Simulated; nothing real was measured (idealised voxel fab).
The name of this process module is voxel gate over fins.
The width of the displayed cross-section, cut, is 260 nm; its cells are square, with a size of 5 nm.
In this document a cross-section is written as a grid of square cells. It is given as a series of bands, listed from the top down, and a band is one or more rows of cells.
Per band: top height and bottom height in nm, followed by the left-to-right materials and their widths in nm; "throughout" marks a single material spanning edge to edge, "blank" marks empty space.
Convention: height 0 is the level below which the wafer, as received, is all one material. The lowest band does not terminate at the bottom but continues downward, represented as "0 nm and below".
Width: "30->40" (first number = top row, second number = bottom row, same change from row to row of cells).
Reading "remains unaltered" for a step: not a cell of the cross-section changed in it.
Any empty space of 8 cells or more lacking an open way to the top shows up in "Cavities, sealed" as width x height at distance, distance from the left edge, in nm.
Step line, after settings: the simulator's comment on this step.
The line of a step may include "overlay nm". On a step with a mask, this value is how far to the right of its planned place the mask lay. A negative value means the mask lay to the left.
# This section lists the process steps that were planned
1. RECEIVE, material Si
2. CONFORMAL_DEP, material SiN, thk nm 5
3. MASKED_ETCH, tone cover, mask id FINS, width nm 15, pitch nm 60, etch materials SiN, depth nm 5, overlay nm 0
4. MASKED_ETCH, tone cover, mask id FINS, width nm 15, pitch nm 60, etch materials Si, depth nm 35, overlay nm 0
5. OXIDIZE, depth nm 5
6. FILL_DEP, material SiO2, thk nm 5
7. CMP, height nm 5
8. MASKED_ETCH, tone open, mask id RAIL, width nm 15, etch materials SiO2, depth nm 35, overlay nm 0
9. CONFORMAL_DEP, material TiN, thk nm 5
10. FILL_DEP, material Ru, thk nm 10
11. CMP, height nm 5
12. SELECTIVE_ETCH, etch materials W Ru TiN, depth nm 20
13. FILL_DEP, material SiO2, thk nm 5
14. CMP, height nm 5
15. SELECTIVE_ETCH, etch materials SiO2, depth nm 15
16. STRIP, etch materials SiN
17. CONFORMAL_DEP, material HfO2, thk nm 5
18. CONFORMAL_DEP, material TiN, thk nm 5
19. FILL_DEP, material W, thk nm 15
20. CMP, height nm 20
21. CONFORMAL_DEP, material SiN, thk nm 10
# Wafer as received: cross-section following step 1
0 nm and below  Si throughout
Cavities, sealed: none
# Wafer cross-section at module end: first of two, run to plan
30 nm to 20 nm  SiN throughout
20 nm to 10 nm  W throughout
10 nm to 5 nm  55 of W  25 of TiN  35 of W  25 of TiN  35 of W  25 of TiN  60 of W
5 nm to 0 nm  55 of W  5 of TiN  15 of HfO2  5 of TiN  35 of W  5 of TiN  15 of HfO2  5 of TiN  35 of W  5 of TiN  15 of HfO2  5 of TiN  60 of W
0 nm to -5 nm  60 of TiN  5 of HfO2  5 of Si  5 of HfO2  45 of TiN  5 of HfO2  5 of Si  5 of HfO2  45 of TiN  5 of HfO2  5 of Si  5 of HfO2  65 of TiN
-5 nm to -10 nm  65 of HfO2  5 of Si  55 of HfO2  5 of Si  55 of HfO2  5 of Si  70 of HfO2
-10 nm to -15 nm  65 of SiO2  5 of Si  55 of SiO2  5 of Si  55 of SiO2  5 of Si  70 of SiO2
-15 nm to -25 nm  65 of SiO2  5 of Si  20 of SiO2  5 of TiN  5 of Ru  5 of TiN  20 of SiO2  5 of Si  55 of SiO2  5 of Si  70 of SiO2
-25 nm to -30 nm  65 of SiO2  5 of Si  20 of SiO2  15 of TiN  20 of SiO2  5 of Si  55 of SiO2  5 of Si  70 of SiO2
-30 nm to -40 nm  65 of SiO2  5 of Si  55 of SiO2  5 of Si  55 of SiO2  5 of Si  70 of SiO2
-40 nm and below  Si throughout
Cavities, sealed: none
# Second of two wafers, module complete, sectioned: it shares the first wafer's start and plan but was run with one mistake
30 nm to 20 nm  SiN throughout
20 nm to 10 nm  W throughout
10 nm to 5 nm  55 of W  30 of TiN  30 of W  30 of TiN  30 of W  30 of TiN  55 of W
5 nm to 0 nm  55 of W  5 of TiN  20 of HfO2  5 of TiN  30 of W  5 of TiN  20 of HfO2  5 of TiN  30 of W  5 of TiN  20 of HfO2  5 of TiN  55 of W
0 nm to -5 nm  60 of TiN  5 of HfO2  10 of Si  5 of HfO2  40 of TiN  5 of HfO2  10 of Si  5 of HfO2  40 of TiN  5 of HfO2  10 of Si  5 of HfO2  60 of TiN
-5 nm to -10 nm  65 of HfO2  10 of Si  50 of HfO2  10 of Si  50 of HfO2  10 of Si  65 of HfO2
-10 nm to -15 nm  65 of SiO2  10 of Si  50 of SiO2  10 of Si  50 of SiO2  10 of Si  65 of SiO2
-15 nm to -25 nm  65 of SiO2  10 of Si  15 of SiO2  5 of TiN  5 of Ru  5 of TiN  20 of SiO2  10 of Si  50 of SiO2  10 of Si  65 of SiO2
-25 nm to -30 nm  65 of SiO2  10 of Si  15 of SiO2  15 of TiN  20 of SiO2  10 of Si  50 of SiO2  10 of Si  65 of SiO2
-30 nm to -40 nm  65 of SiO2  10 of Si  50 of SiO2  10 of Si  50 of SiO2  10 of Si  65 of SiO2
-40 nm and below  Si throughout
Cavities, sealed: none
Deviation from plan: contrary to plan, step 3 was performed as MASKED_ETCH, tone cover, mask id FINS, width nm 20, pitch nm 60, etch materials SiN, depth nm 5, overlay nm 0
End of process, cell counts, second wafer against first, materials with more or fewer: Si: 24 more, SiO2: 18 fewer, W: 6 fewer
